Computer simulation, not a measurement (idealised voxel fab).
This is a process module. Its name is voxel wiring stack.
Displayed cross-section: cut, width of 290 nm, square cells sized 5 nm.
Bands, listed from the top down, are how a cross-section gets written in this document; the cross-section itself is a grid of square cells, and a band is one or more rows of them.
Quick guide to a band line: top height, bottom height (nm) up front; then every material left to right with its width in nm. Only one material and it's marked "all across"? Then it fills the band edge to edge. And "air" just means empty space.
Zero point of the height axis is 0; under it, received wafer = one material. Lowest band: continues down indefinitely, "0 and below".
With a width like "30..40", each row of cells in the band differs from the next by the same amount, the top row carrying the first number and the bottom row the second.
The designation "nothing changed", where it is given for a processing step, indicates that no cell of the cross-section was altered in the course of that step.
"Internal closed voids" specifies each empty space that is not open to the top and that occupies no fewer than 8 cells, using the form width x height at distance, the distance measured from the left edge and all three quantities in nm.
On each step's line, the part that comes after the settings is the simulator's own comment on the step.
overlay nm: mask right of planned place by this much (step with mask). Neg. = left.

So here's the lineup of process steps we planned
1) RECEIVE [material Si]
2) CONFORMAL_DEP [material SiO2] [thk nm 15]
3) CONFORMAL_DEP [material SiCN] [thk nm 5]
4) DIRECTIONAL_DEP [material SiO2] [thk nm 20]
5) PATTERN [tone open] [mask id METAL_1] [material resist] [width nm 30] [pitch nm 50] [thk nm 15] [overlay nm 0]
6) DIRECTIONAL_ETCH [etch materials SiO2] [depth nm 20]
7) DIRECTIONAL_ETCH [etch materials SiCN] [depth nm 5]
8) STRIP [etch materials resist]
9) CONFORMAL_DEP [material TiN] [thk nm 5]
10) FILL_DEP [material Cu] [thk nm 5]
11) CMP [height nm 40]
12) EPI [material Ru] [thk nm 5]
13) FILL_DEP [material SiCN] [thk nm 5]
14) DIRECTIONAL_DEP [material lowk] [thk nm 20]
15) DIRECTIONAL_DEP [material aC] [thk nm 15]
16) PATTERN [tone open] [mask id PLUG_1] [material resist] [width nm 15] [pitch nm 50] [thk nm 35] [overlay nm 0]
17) DIRECTIONAL_ETCH [etch materials aC] [depth nm 15]
18) STRIP [etch materials resist]
19) DIRECTIONAL_ETCH [etch materials lowk] [depth nm 20]
20) DIRECTIONAL_ETCH [etch materials SiCN] [depth nm 5]
21) STRIP [etch materials aC]
22) CONFORMAL_DEP [material TiN] [thk nm 5]
23) FILL_DEP [material Ru] [thk nm 5]
24) CMP [height nm 70]
25) CONFORMAL_DEP [material SiN] [thk nm 5]
26) DIRECTIONAL_DEP [material lowk] [thk nm 15]
27) MASKED_ETCH [tone open] [mask id METAL_2] [width nm 30] [pitch nm 50] [etch materials lowk] [depth nm 15] [overlay nm 0]
28) MASKED_ETCH [tone open] [mask id METAL_2] [width nm 30] [pitch nm 50] [etch materials SiN] [depth nm 5] [overlay nm 0]
29) CONFORMAL_DEP [material TiN] [thk nm 5]
30) FILL_DEP [material Cu] [thk nm 10]
31) CMP [height nm 90]
32) CONFORMAL_DEP [material SiCN] [thk nm 5]

Incoming wafer, cross-sectional view, post step 1
> 0 and below = Si all across
> Internal closed voids: none

The module was run from the start shown above using the plan shown above, but one mistake was made doing it; the resulting wafer cross-section is below
> 95 down to 90 = SiCN all across
> 90 down to 75 = lowk=55 | TiN=5 | Cu=20 | TiN=5 | lowk=20 | TiN=5 | Cu=20 | TiN=5 | lowk=20 | TiN=5 | Cu=20 | TiN=5 | lowk=20 | TiN=5 | Cu=20 | TiN=5 | lowk=55
> 75 down to 70 = SiN=55 | TiN=30 | SiN=20 | TiN=30 | SiN=20 | TiN=30 | SiN=20 | TiN=30 | SiN=55
> 70 down to 50 = lowk=55 | TiN=5 | Ru=5 | TiN=5 | lowk=35 | TiN=5 | Ru=5 | TiN=5 | lowk=35 | TiN=5 | Ru=5 | TiN=5 | lowk=35 | TiN=5 | Ru=5 | TiN=5 | lowk=70
> 50 down to 45 = SiCN=55 | TiN=15 | SiCN=35 | TiN=15 | SiCN=35 | TiN=15 | SiCN=35 | TiN=15 | SiCN=70
> 45 down to 40 = SiCN=50 | Ru=40 | SiCN=10 | Ru=40 | SiCN=10 | Ru=40 | SiCN=10 | Ru=40 | SiCN=50
> 40 down to 35 = SiO2=55 | TiN=5 | Cu=20 | TiN=5 | SiO2=20 | TiN=5 | Cu=20 | TiN=5 | SiO2=20 | TiN=5 | Cu=20 | TiN=5 | SiO2=20 | TiN=5 | Cu=20 | TiN=5 | SiO2=55
> 35 down to 30 = SiCN=55 | TiN=30 | SiCN=20 | TiN=30 | SiCN=20 | TiN=30 | SiCN=20 | TiN=30 | SiCN=55
> 30 down to 0 = SiO2 all across
> 0 and below = Si all across
> Internal closed voids: none
Error vs. plan: step 2 of the plan was executed twice over
